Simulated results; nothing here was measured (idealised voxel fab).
The document below concerns the process module designated voxel local oxidation.
FYI the section here is cut, 145 nm wide, cells are 5 nm squares.
A cross-section in this document is a grid of square cells, and it is written down as bands, the top band listed before the ones below it; a band is made up of one or more rows of cells. Within each band entry, the heights of the top and of the bottom of the band appear first, in that order and in nm; the materials of the band then follow from left to right, each with its corresponding width in nm. The designation "edge to edge" on a single material indicates that it fills the band from edge to edge; the designation "empty" indicates empty space. Measure heights from 0. That's the level where, below it, the as-received wafer is all one material. The lowest band is bottomless and extends downward; write it as in "z 0 and below". The notation "30->40" denotes a width that varies across the rows of cells in the band, beginning at the first number in the top row, finishing at the second number in the bottom row, and changing by an identical amount from each row to the next. "no modifications" after a step means that no cell of the cross-section changed. The entry "Enclosed voids" lists the empty spaces that cover at least 8 cells and have no open path to the top. Each is written as width x height at distance, where the distance is measured from the left edge and all three values are in nm. Step line, after settings: the simulator's comment on this step. overlay nm, on a step with a mask: how far to the right of its planned place the mask lay; to the left if negative.

Process steps foreseen in the plan:
1. RECEIVE [material Si]
2. OXIDIZE [depth nm 5]
3. CONFORMAL_DEP [material SiN] [thk nm 10]
4. MASKED_ETCH [tone cover] [mask id ACTIVE] [width nm 110] [etch materials SiN] [depth nm 10] [overlay nm 0]
5. SELECTIVE_ETCH [etch materials SiO2] [depth nm 5]
6. OXIDIZE [depth nm 15]
7. STRIP [etch materials SiN]

First out of two wafers; run went to plan:

as received, after step 1:
    z 0 and below  Si edge to edge
    Enclosed voids: none

Step 2 complete: cross-section through the wafer:
    z 0 to -5  SiO2 edge to edge
    Below -5 it's all the same as before, nothing changed down there.

Step 3 complete: cross-section through the wafer:
    z 10 to 0  SiN edge to edge
    Below 0 it's all the same as before, nothing changed down there.

Step 4 complete: cross-section through the wafer:
    z 10 to 0  empty: 15; SiN: 110; empty: 20
    Below 0 it's all the same as before, nothing changed down there.

Step 5 complete: cross-section through the wafer:
    z 10 to 0  empty: 15; SiN: 110; empty: 20
    z 0 to -5  empty: 20; SiO2: 100; empty: 25
    Below -5 it's all the same as before, nothing changed down there.

Step 6 complete: cross-section through the wafer:
    z 10 to 0  empty: 15; SiN: 110; empty: 20
    z 0 to -5  empty: 20; SiO2: 100; empty: 25
    z -5 to -20  SiO2: 35; Si: 70; SiO2: 40
    Below -20 it's all the same as before, nothing changed down there.

Step 7 complete: cross-section through the wafer:
    z 0 to -5  empty: 20; SiO2: 100; empty: 25
    Below -5 it's all the same as before, nothing changed down there.

Wafer two of the pair: same origin, same plan, one error during the run; identical to wafer one up to and including step 2:

Cross-section: second wafer, time at which step 3 was scheduled to end: no modifications

Cross-section: second wafer, time at which step 4 was scheduled to end: no modifications

Cross-section: second wafer, time at which step 5 was scheduled to end:
    z -5 and below  Si edge to edge

Cross-section: second wafer, time at which step 6 was scheduled to end:
    z -5 to -20  SiO2 edge to edge
    Below -20 it's all the same as before, nothing changed down there.

Cross-section: second wafer, time at which step 7 was scheduled to end: no modifications
The plan and the run diverged here: step 3 of the plan was jumped over and never run
At the finish, the second wafer shows more or fewer cells for some materials than the first does: Si -42 | SiO2 +22
